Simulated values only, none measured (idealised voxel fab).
process module | voxel capacitor over wiring
cross-section cut | 280 nm wide | cells 5 nm
A cross-section is a grid of square cells, given in bands from the top down. A band is one or more rows of cells.
Each band's line starts with the height of the band's top and of its bottom, in nm. Then come its materials from left to right, each with its width in nm. One material with "throughout" fills the band from edge to edge. "air" is empty space.
Height 0 is the level under which the wafer as received is all one material. The lowest band goes on downwards, as in "0 down".
A width such as "30 to 40" changes by the same amount from each row of cells to the next, from the band's top row to its bottom row.
"no change" after a step means that no cell of the cross-section changed.
closed voids: empty space of 8 cells or more with no open way to the top, each as width x height at its distance from the left edge, in nm
after a step's settings: what the simulator itself notes on the step
overlay nm, on a step with a mask: how far to the right of its planned place the mask lay; to the left if negative
plan
1 op RECEIVE | material Si
2 op CONFORMAL_DEP | material SiO2 | thk nm 15
3 op DIRECTIONAL_DEP | material TiN | thk nm 5
4 op DIRECTIONAL_DEP | material W | thk nm 20
5 op DIRECTIONAL_DEP | material aC | thk nm 10
6 op PATTERN | tone cover | mask id METAL_1 | material resist | width nm 30 | pitch nm 100 | thk nm 30 | overlay nm 0
7 op DIRECTIONAL_ETCH | etch materials aC | depth nm 10
8 op STRIP | etch materials resist
9 op DIRECTIONAL_ETCH | etch materials W | depth nm 20
10 op DIRECTIONAL_ETCH | etch materials TiN | depth nm 5
11 op STRIP | etch materials aC
12 op FILL_DEP | material SiO2 | thk nm 5
13 op CMP | height nm 40
14 op CONFORMAL_DEP | material SiCN | thk nm 5
15 op DIRECTIONAL_DEP | material SiO2 | thk nm 20
16 op PATTERN | tone open | mask id PLUG_1 | material resist | width nm 15 | thk nm 15 | overlay nm 0
17 op DIRECTIONAL_ETCH | etch materials SiO2 | depth nm 20
18 op DIRECTIONAL_ETCH | etch materials SiCN | depth nm 5
19 op STRIP | etch materials resist
20 op CONFORMAL_DEP | material TiN | thk nm 5
21 op FILL_DEP | material Cu | thk nm 5
22 op CMP | height nm 65
23 op DIRECTIONAL_DEP | material TiN | thk nm 10
24 op DIRECTIONAL_DEP | material HfO2 | thk nm 5
25 op DIRECTIONAL_DEP | material TiN | thk nm 5
26 op DIRECTIONAL_DEP | material aC | thk nm 15
27 op PATTERN | tone cover | mask id UPPER_PLATE | material resist | width nm 75 | thk nm 30 | overlay nm 0
28 op DIRECTIONAL_ETCH | etch materials aC | depth nm 15
29 op STRIP | etch materials resist
30 op DIRECTIONAL_ETCH | etch materials TiN | depth nm 5
31 op DIRECTIONAL_ETCH | etch materials HfO2 | depth nm 5
32 op STRIP | etch materials aC
33 op MASKED_ETCH | tone cover | mask id LOWER_PLATE | width nm 85 | etch materials TiN | depth nm 10 | overlay nm 0
34 op FILL_DEP | material SiO2 | thk nm 20
35 op CMP | height nm 100
36 op DIRECTIONAL_DEP | material aC | thk nm 15
37 op PATTERN | tone open | mask id PLUG_2 | material resist | width nm 15 | thk nm 35 | overlay nm 0
38 op DIRECTIONAL_ETCH | etch materials aC | depth nm 15
39 op STRIP | etch materials resist
40 op DIRECTIONAL_ETCH | etch materials SiO2 | depth nm 15
41 op STRIP | etch materials aC
42 op CONFORMAL_DEP | material TiN | thk nm 5
43 op FILL_DEP | material Ru | thk nm 10
44 op CMP | height nm 100
45 op CONFORMAL_DEP | material SiCN | thk nm 5
as received, after step 1
  0 down: Si throughout
  closed voids: none
a wafer at the end: this start, this plan, one mistake
  105 to 100: SiCN throughout
  100 to 90: SiO2 100 | TiN 5 | Ru 5 | TiN 5 | SiO2 165
  90 to 85: SiO2 100 | TiN 15 | SiO2 165
  85 to 80: SiO2 90 | HfO2 75 | SiO2 115
  80 to 70: SiO2 85 | TiN 85 | SiO2 110
  70 to 65: TiN throughout
  65 to 45: SiO2 90 | TiN 5 | Cu 5 | TiN 5 | SiO2 175
  45 to 40: SiCN 90 | TiN 15 | SiCN 175
  40 to 20: SiO2 75 | W 30 | SiO2 70 | W 30 | SiO2 75
  20 to 15: SiO2 75 | TiN 30 | SiO2 70 | TiN 30 | SiO2 75
  15 to 0: SiO2 throughout
  0 down: Si throughout
  closed voids: none
what went wrong: steps 24 and 25 were swapped
